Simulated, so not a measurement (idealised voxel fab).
Process module in this document: voxel gate over fins
The cross-section shown here is cut; it is 285 nm wide and divided into square cells measuring 5 nm on a side.
We lay out every cross-section as a grid of square cells and spell it out in bands from the top down, where one band means one or more rows of cells. Each band's line starts with the height of the band's top and of its bottom, in nm. Then come its materials from left to right, each with its width in nm. One material with "edge to edge" fills the band from edge to edge. "blank" is empty space. For the purposes of this specification, 0 denotes the height below which the wafer in its as-received condition is composed wholly of one material, and the lowermost band, lacking a lower limit, extends downward without end, as expressed in "z 0 and below". Top row gets the first number, bottom row gets the second, and each row in between changes by the same step: that is how a band width like "30 to 40" works. What does "all unchanged" mean for a step? It means no cell of the cross-section changed in that step. Look at "Non-vented voids" for the closed voids: empty spaces with no open path to the top, sized 8 cells or up. Each is width x height at distance, distance from the left edge, all nm. Post-settings text on a step line: simulator's own remark regarding the step. A step line may carry the setting "overlay nm", which, for steps involving a mask, states the distance by which the mask lay to the right of its intended position; negative values denote displacement to the left.

### Planned process steps
1. RECEIVE, material Si
2. CONFORMAL_DEP, material SiN, thk nm 10
3. MASKED_ETCH, tone cover, mask id FINS, width nm 15, pitch nm 35, etch materials SiN, depth nm 10, overlay nm 0
4. MASKED_ETCH, tone cover, mask id FINS, width nm 15, pitch nm 35, etch materials Si, depth nm 30, overlay nm 0
5. OXIDIZE, depth nm 5
6. FILL_DEP, material SiO2, thk nm 15
7. CMP, height nm 10
8. SELECTIVE_ETCH, etch materials SiO2, depth nm 25
9. STRIP, etch materials SiN
10. CONFORMAL_DEP, material HfO2, thk nm 5
11. CONFORMAL_DEP, material TiN, thk nm 5
12. CONFORMAL_DEP, material TiAl, thk nm 5
13. CONFORMAL_DEP, material TiN, thk nm 5
14. FILL_DEP, material W, thk nm 10
15. CMP, height nm 25
16. CONFORMAL_DEP, material SiN, thk nm 5

### first wafer, as planned

### Cross-section of the wafer as it came to us, i.e., already through step 1
	z 0 and below | Si edge to edge
	Non-vented voids: none

### The wafer in cross-section once step 2 is complete
	z 10 to 0 | SiN edge to edge
	Everything below 0 is unchanged.

### The wafer in cross-section once step 3 is complete
	z 10 to 0 | 115 blank | 15 SiN | 20 blank | 15 SiN | 120 blank
	Everything below 0 is unchanged.

### The wafer in cross-section once step 4 is complete
	z 10 to 0 | 115 blank | 15 SiN | 20 blank | 15 SiN | 120 blank
	z 0 to -30 | 115 blank | 15 Si | 20 blank | 15 Si | 120 blank
	Everything below -30 is unchanged.

### The wafer in cross-section once step 5 is complete
	z 10 to 0 | 115 blank | 15 SiN | 20 blank | 15 SiN | 120 blank
	z 0 to -30 | 115 blank | 5 SiO2 | 5 Si | 5 SiO2 | 20 blank | 5 SiO2 | 5 Si | 5 SiO2 | 120 blank
	z -30 to -35 | 120 SiO2 | 5 Si | 30 SiO2 | 5 Si | 125 SiO2
	Everything below -35 is unchanged.

### The wafer in cross-section once step 6 is complete
	z 25 to 10 | SiO2 edge to edge
	z 10 to 0 | 115 SiO2 | 15 SiN | 20 SiO2 | 15 SiN | 120 SiO2
	z 0 to -35 | 120 SiO2 | 5 Si | 30 SiO2 | 5 Si | 125 SiO2
	Everything below -35 is unchanged.

### The wafer in cross-section once step 7 is complete
	z 10 to 0 | 115 SiO2 | 15 SiN | 20 SiO2 | 15 SiN | 120 SiO2
	Everything below 0 is unchanged.

### The wafer in cross-section once step 8 is complete
	z 10 to 0 | 115 blank | 15 SiN | 20 blank | 15 SiN | 120 blank
	z 0 to -15 | 120 blank | 5 Si | 30 blank | 5 Si | 125 blank
	Everything below -15 is unchanged.

### The wafer in cross-section once step 9 is complete
	z 0 to -15 | 120 blank | 5 Si | 30 blank | 5 Si | 125 blank
	Everything below -15 is unchanged.

### The wafer in cross-section once step 10 is complete
	z 5 to 0 | 115 blank | 15 HfO2 | 20 blank | 15 HfO2 | 120 blank
	z 0 to -10 | 115 blank | 5 HfO2 | 5 Si | 5 HfO2 | 20 blank | 5 HfO2 | 5 Si | 5 HfO2 | 120 blank
	z -10 to -15 | 120 HfO2 | 5 Si | 30 HfO2 | 5 Si | 125 HfO2
	Everything below -15 is unchanged.

### The wafer in cross-section once step 11 is complete
	z 10 to 5 | 110 blank | 25 TiN | 10 blank | 25 TiN | 115 blank
	z 5 to 0 | 110 blank | 5 TiN | 15 HfO2 | 5 TiN | 10 blank | 5 TiN | 15 HfO2 | 5 TiN | 115 blank
	z 0 to -5 | 110 blank | 5 TiN | 5 HfO2 | 5 Si | 5 HfO2 | 5 TiN | 10 blank | 5 TiN | 5 HfO2 | 5 Si | 5 HfO2 | 5 TiN | 115 blank
	z -5 to -10 | 115 TiN | 5 HfO2 | 5 Si | 5 HfO2 | 20 TiN | 5 HfO2 | 5 Si | 5 HfO2 | 120 TiN
	Everything below -10 is unchanged.

### The wafer in cross-section once step 12 is complete
	z 15 to 10 | 105 blank | 70 TiAl | 110 blank
	z 10 to 5 | 105 blank | 5 TiAl | 25 TiN | 10 TiAl | 25 TiN | 5 TiAl | 110 blank
	z 5 to 0 | 105 blank | 5 TiAl | 5 TiN | 15 HfO2 | 5 TiN | 10 TiAl | 5 TiN | 15 HfO2 | 5 TiN | 5 TiAl | 110 blank
	z 0 to -5 | 110 TiAl | 5 TiN | 5 HfO2 | 5 Si | 5 HfO2 | 5 TiN | 10 TiAl | 5 TiN | 5 HfO2 | 5 Si | 5 HfO2 | 5 TiN | 115 TiAl
	Everything below -5 is unchanged.

### The wafer in cross-section once step 13 is complete
	z 20 to 15 | 100 blank | 80 TiN | 105 blank
	z 15 to 10 | 100 blank | 5 TiN | 70 TiAl | 5 TiN | 105 blank
	z 10 to 5 | 100 blank | 5 TiN | 5 TiAl | 25 TiN | 10 TiAl | 25 TiN | 5 TiAl | 5 TiN | 105 blank
	z 5 to 0 | 105 TiN | 5 TiAl | 5 TiN | 15 HfO2 | 5 TiN | 10 TiAl | 5 TiN | 15 HfO2 | 5 TiN | 5 TiAl | 110 TiN
	Everything below 0 is unchanged.

### The wafer in cross-section once step 14 is complete
	z 30 to 20 | W edge to edge
	z 20 to 15 | 100 W | 80 TiN | 105 W
	z 15 to 10 | 100 W | 5 TiN | 70 TiAl | 5 TiN | 105 W
	z 10 to 5 | 100 W | 5 TiN | 5 TiAl | 25 TiN | 10 TiAl | 25 TiN | 5 TiAl | 5 TiN | 105 W
	Everything below 5 is unchanged.

### The wafer in cross-section once step 15 is complete
	z 25 to 20 | W edge to edge
	Everything below 20 is unchanged.

### The wafer in cross-section once step 16 is complete
	z 30 to 25 | SiN edge to edge
	Everything below 25 is unchanged.

### Companion wafer, the second of two: same beginning, same intended sequence, one mistake in carrying it out; through step 5 inclusive it tracks the first exactly

### Second wafer, cross-section, planned end of step 6
	z 25 to 10 | W edge to edge
	z 10 to 0 | 115 W | 15 SiN | 20 W | 15 SiN | 120 W
	z 0 to -30 | 115 W | 5 SiO2 | 5 Si | 5 SiO2 | 20 W | 5 SiO2 | 5 Si | 5 SiO2 | 120 W
	Everything below -30 is unchanged.

### Second wafer, cross-section, planned end of step 7
	z 10 to 0 | 115 W | 15 SiN | 20 W | 15 SiN | 120 W
	Everything below 0 is unchanged.

Second wafer, cross-section, planned end of step 8: all unchanged

### Second wafer, cross-section, planned end of step 9
	z 10 to 0 | 115 W | 15 blank | 20 W | 15 blank | 120 W
	Everything below 0 is unchanged.

### Second wafer, cross-section, planned end of step 10
	z 15 to 10 | 120 HfO2 | 5 blank | 30 HfO2 | 5 blank | 125 HfO2
	z 10 to 5 | 115 W | 5 HfO2 | 5 blank | 5 HfO2 | 20 W | 5 HfO2 | 5 blank | 5 HfO2 | 120 W
	z 5 to 0 | 115 W | 15 HfO2 | 20 W | 15 HfO2 | 120 W
	Everything below 0 is unchanged.

### Second wafer, cross-section, planned end of step 11
	z 20 to 15 | TiN edge to edge
	z 15 to 10 | 120 HfO2 | 5 TiN | 30 HfO2 | 5 TiN | 125 HfO2
	z 10 to 5 | 115 W | 5 HfO2 | 5 TiN | 5 HfO2 | 20 W | 5 HfO2 | 5 TiN | 5 HfO2 | 120 W
	Everything below 5 is unchanged.

### Second wafer, cross-section, planned end of step 12
	z 25 to 20 | TiAl edge to edge
	Everything below 20 is unchanged.

### Second wafer, cross-section, planned end of step 13
	z 30 to 25 | TiN edge to edge
	Everything below 25 is unchanged.

### Second wafer, cross-section, planned end of step 14
	z 40 to 30 | W edge to edge
	Everything below 30 is unchanged.

### Second wafer, cross-section, planned end of step 15
	z 25 to 20 | TiAl edge to edge
	Everything below 20 is unchanged.

### Second wafer, cross-section, planned end of step 16
	z 30 to 25 | SiN edge to edge
	Everything below 25 is unchanged.
Which mistake was made when the wafer was run? the process deviated at step 6: the operation and settings actually run there were FILL_DEP, material W, thk nm 15
Materials where the second wafer ends with more or fewer cells than the first: -4 HfO2, -141 SiO2, -12 TiAl, -71 TiN, +228 W
